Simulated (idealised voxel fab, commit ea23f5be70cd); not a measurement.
process module | voxel capacitor over wiring
cross-section cut | 170 nm wide | cells 5 nm
A cross-section is a grid of square cells, given in bands from the top down. A band is one or more rows of cells.
Each band's line starts with the height of the band's top and of its bottom, in nm. Then come its materials from left to right, each with its width in nm. One material with "throughout" fills the band from edge to edge. "air" is empty space.
Height 0 is the level under which the wafer as received is all one material. The lowest band goes on downwards, as in "0 down".
A width such as "30 to 40" changes by the same amount from each row of cells to the next, from the band's top row to its bottom row.
"no change" after a step means that no cell of the cross-section changed.
closed voids: empty space of 8 cells or more with no open way to the top, each as width x height at its distance from the left edge, in nm
after a step's settings: what the simulator itself notes on the step
overlay nm, on a step with a mask: how far to the right of its planned place the mask lay; to the left if negative
plan
1 op RECEIVE | material Si
2 op CONFORMAL_DEP | material SiO2 | thk nm 10
3 op DIRECTIONAL_DEP | material TiN | thk nm 5
4 op DIRECTIONAL_DEP | material Ru | thk nm 15
5 op DIRECTIONAL_DEP | material aC | thk nm 15
6 op PATTERN | tone cover | mask id METAL_1 | material resist | width nm 20 | pitch nm 80 | thk nm 35 | overlay nm 0
7 op DIRECTIONAL_ETCH | etch materials aC | depth nm 15
8 op STRIP | etch materials resist
9 op DIRECTIONAL_ETCH | etch materials Ru | depth nm 15
10 op DIRECTIONAL_ETCH | etch materials TiN | depth nm 5
11 op STRIP | etch materials aC
12 op FILL_DEP | material SiO2 | thk nm 10
13 op CMP | height nm 30
14 op CONFORMAL_DEP | material SiCN | thk nm 5
15 op DIRECTIONAL_DEP | material lowk | thk nm 15
16 op DIRECTIONAL_DEP | material aC | thk nm 15
17 op PATTERN | tone open | mask id PLUG_1 | material resist | width nm 15 | thk nm 30 | overlay nm 0
18 op DIRECTIONAL_ETCH | etch materials aC | depth nm 15
19 op STRIP | etch materials resist
20 op DIRECTIONAL_ETCH | etch materials lowk | depth nm 15
21 op DIRECTIONAL_ETCH | etch materials SiCN | depth nm 5
22 op STRIP | etch materials aC
23 op CONFORMAL_DEP | material TiN | thk nm 5
24 op FILL_DEP | material W | thk nm 5
25 op CMP | height nm 50
26 op DIRECTIONAL_DEP | material TiN | thk nm 10
27 op DIRECTIONAL_DEP | material SiN | thk nm 5
28 op DIRECTIONAL_DEP | material TiN | thk nm 10
29 op MASKED_ETCH | tone cover | mask id UPPER_PLATE | width nm 65 | etch materials TiN | depth nm 10 | overlay nm 0
30 op MASKED_ETCH | tone cover | mask id UPPER_PLATE | width nm 65 | etch materials SiN | depth nm 5 | overlay nm 0
31 op PATTERN | tone cover | mask id LOWER_PLATE | material resist | width nm 75 | thk nm 20 | overlay nm 0
32 op DIRECTIONAL_ETCH | etch materials TiN | depth nm 10
33 op STRIP | etch materials resist
34 op FILL_DEP | material SiO2 | thk nm 15
35 op CMP | height nm 85
36 op DIRECTIONAL_DEP | material aC | thk nm 15
37 op PATTERN | tone open | mask id PLUG_2 | material resist | width nm 15 | thk nm 30 | overlay nm 0
38 op DIRECTIONAL_ETCH | etch materials aC | depth nm 15
39 op STRIP | etch materials resist
40 op DIRECTIONAL_ETCH | etch materials SiO2 | depth nm 10
41 op STRIP | etch materials aC
42 op CONFORMAL_DEP | material TiN | thk nm 5
43 op FILL_DEP | material Cu | thk nm 5
44 op CMP | height nm 85
45 op CONFORMAL_DEP | material SiN | thk nm 5
as received, after step 1
  0 down: Si throughout
  closed voids: none
first wafer at the end, as planned
  90 to 85: SiN throughout
  85 to 80: SiO2 50 | TiN 5 | Cu 5 | TiN 5 | SiO2 105
  80 to 75: SiO2 50 | TiN 15 | SiO2 105
  75 to 65: SiO2 40 | TiN 65 | SiO2 65
  65 to 60: SiO2 40 | SiN 65 | SiO2 65
  60 to 50: SiO2 35 | TiN 75 | SiO2 60
  50 to 35: lowk 40 | TiN 5 | W 5 | TiN 5 | lowk 115
  35 to 30: SiCN 40 | TiN 15 | SiCN 115
  30 to 15: SiO2 35 | Ru 20 | SiO2 60 | Ru 20 | SiO2 35
  15 to 10: SiO2 35 | TiN 20 | SiO2 60 | TiN 20 | SiO2 35
  10 to 0: SiO2 throughout
  0 down: Si throughout
  closed voids: none
second wafer at the end: like start, like plan, one mistake
  90 to 85: SiN throughout
  85 to 80: SiO2 50 | TiN 5 | Cu 5 | TiN 5 | SiO2 105
  80 to 75: SiO2 50 | TiN 15 | SiO2 105
  75 to 65: SiO2 45 | TiN 55 | SiO2 70
  65 to 60: SiO2 40 | SiN 65 | SiO2 65
  60 to 50: SiO2 35 | TiN 75 | SiO2 60
  50 to 35: lowk 40 | TiN 5 | W 5 | TiN 5 | lowk 115
  35 to 30: SiCN 40 | TiN 15 | SiCN 115
  30 to 15: SiO2 35 | Ru 20 | SiO2 60 | Ru 20 | SiO2 35
  15 to 10: SiO2 35 | TiN 20 | SiO2 60 | TiN 20 | SiO2 35
  10 to 0: SiO2 throughout
  0 down: Si throughout
  closed voids: none
what went wrong: step 29 ran as: op MASKED_ETCH | tone cover | mask id UPPER_PLATE | width nm 55 | etch materials TiN | depth nm 10 | overlay nm 0
at the end the second wafer has, in cells: 4 more of SiO2 | 4 fewer of TiN
